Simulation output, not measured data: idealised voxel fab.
The name of this process module is voxel tone inversion.
cross-section cut | 230 nm wide | cells 5 nm
Cross-section, as written here: a square-cell grid given band by band from the top down, where a band holds one or more rows of cells.
For a band, the entry starts with two heights in nm, that of the top and then that of the bottom, and carries on with the band's materials in order from left to right, each alongside its width in nm; the word "all across" beside a single material means it fills the band edge to edge, and "empty" means empty space.
Basically, 0 is our baseline, since under it the wafer straight out of the box is all one material. The bottom band has no lower end and keeps on going down, so it looks like "0 down".
The width entry "30..40" should be interpreted row by row: the top row of cells in the band takes the first number, the bottom row takes the second number, and the change between adjacent rows is uniform throughout.
Step marked "nothing different"? Then no cell in the cross-section changed in it.
What "Voids, sealed" gives you is every empty space of 8 cells or more that is cut off from the top. Each appears as width x height at distance, with the distance taken from the left edge and width, height and distance all in nm.
Note: text after step settings on the step line = simulator remark on that step.
A step line may carry the setting "overlay nm", which, for steps involving a mask, states the distance by which the mask lay to the right of its intended position; negative values denote displacement to the left.
[Planned step list for the process]
1) op RECEIVE | material Si
2) op CONFORMAL_DEP | material SiN | thk nm 5
3) op DIRECTIONAL_DEP | material aC | thk nm 20
4) op PATTERN | tone cover | mask id POSTS | material resist | width nm 25 | pitch nm 45 | thk nm 30 | overlay nm 0
5) op DIRECTIONAL_ETCH | etch materials aC | depth nm 20
6) op STRIP | etch materials resist
7) op FILL_DEP | material SiO2 | thk nm 5
8) op CMP | height nm 25
9) op STRIP | etch materials aC
[first wafer, as planned]
[Wafer at receipt (post step 1), cross-section]
  0 down  Si all across
  Voids, sealed: none
[Presented here is a cross-section of the wafer after step 2 has been performed]
  5 to 0  SiN all across
  Lower than 0, everything is as it was.
[Presented here is a cross-section of the wafer after step 3 has been performed]
  25 to 5  aC all across
  Lower than 5, everything is as it was.
[Presented here is a cross-section of the wafer after step 4 has been performed]
  55 to 25  empty (80) | resist (25) | empty (20) | resist (25) | empty (80)
  Lower than 25, everything is as it was.
[Presented here is a cross-section of the wafer after step 5 has been performed]
  35 to 25  empty (80) | resist (25) | empty (20) | resist (25) | empty (80)
  25 to 5  empty (80) | aC (25) | empty (20) | aC (25) | empty (80)
  Lower than 5, everything is as it was.
[Presented here is a cross-section of the wafer after step 6 has been performed]
  25 to 5  empty (80) | aC (25) | empty (20) | aC (25) | empty (80)
  Lower than 5, everything is as it was.
[Presented here is a cross-section of the wafer after step 7 has been performed]
  30 to 25  SiO2 all across
  25 to 5  SiO2 (80) | aC (25) | SiO2 (20) | aC (25) | SiO2 (80)
  Lower than 5, everything is as it was.
[Presented here is a cross-section of the wafer after step 8 has been performed]
  25 to 5  SiO2 (80) | aC (25) | SiO2 (20) | aC (25) | SiO2 (80)
  Lower than 5, everything is as it was.
[Presented here is a cross-section of the wafer after step 9 has been performed]
  25 to 5  SiO2 (80) | empty (25) | SiO2 (20) | empty (25) | SiO2 (80)
  Lower than 5, everything is as it was.
[Second Wafer (Identical Start and Plan, One Processing Error; Matches First Wafer Through Step 3)]
[The second wafer cut through, at the time step 4 was supposed to be finished]
  55 to 25  resist (80) | empty (25) | resist (20) | empty (25) | resist (80)
  Lower than 25, everything is as it was.
[The second wafer cut through, at the time step 5 was supposed to be finished]
  35 to 25  resist (80) | empty (25) | resist (20) | empty (25) | resist (80)
  25 to 5  aC (80) | empty (25) | aC (20) | empty (25) | aC (80)
  Lower than 5, everything is as it was.
[The second wafer cut through, at the time step 6 was supposed to be finished]
  25 to 5  aC (80) | empty (25) | aC (20) | empty (25) | aC (80)
  Lower than 5, everything is as it was.
[The second wafer cut through, at the time step 7 was supposed to be finished]
  30 to 25  SiO2 all across
  25 to 5  aC (80) | SiO2 (25) | aC (20) | SiO2 (25) | aC (80)
  Lower than 5, everything is as it was.
[The second wafer cut through, at the time step 8 was supposed to be finished]
  25 to 5  aC (80) | SiO2 (25) | aC (20) | SiO2 (25) | aC (80)
  Lower than 5, everything is as it was.
[The second wafer cut through, at the time step 9 was supposed to be finished]
  25 to 5  empty (80) | SiO2 (25) | empty (20) | SiO2 (25) | empty (80)
  Lower than 5, everything is as it was.
Finding, execution versus plan: step 4 changed vs plan, executed as op PATTERN | tone open | mask id POSTS | material resist | width nm 25 | pitch nm 45 | thk nm 30 | overlay nm 0
at the end the second wafer has, in cells: -104 SiO2
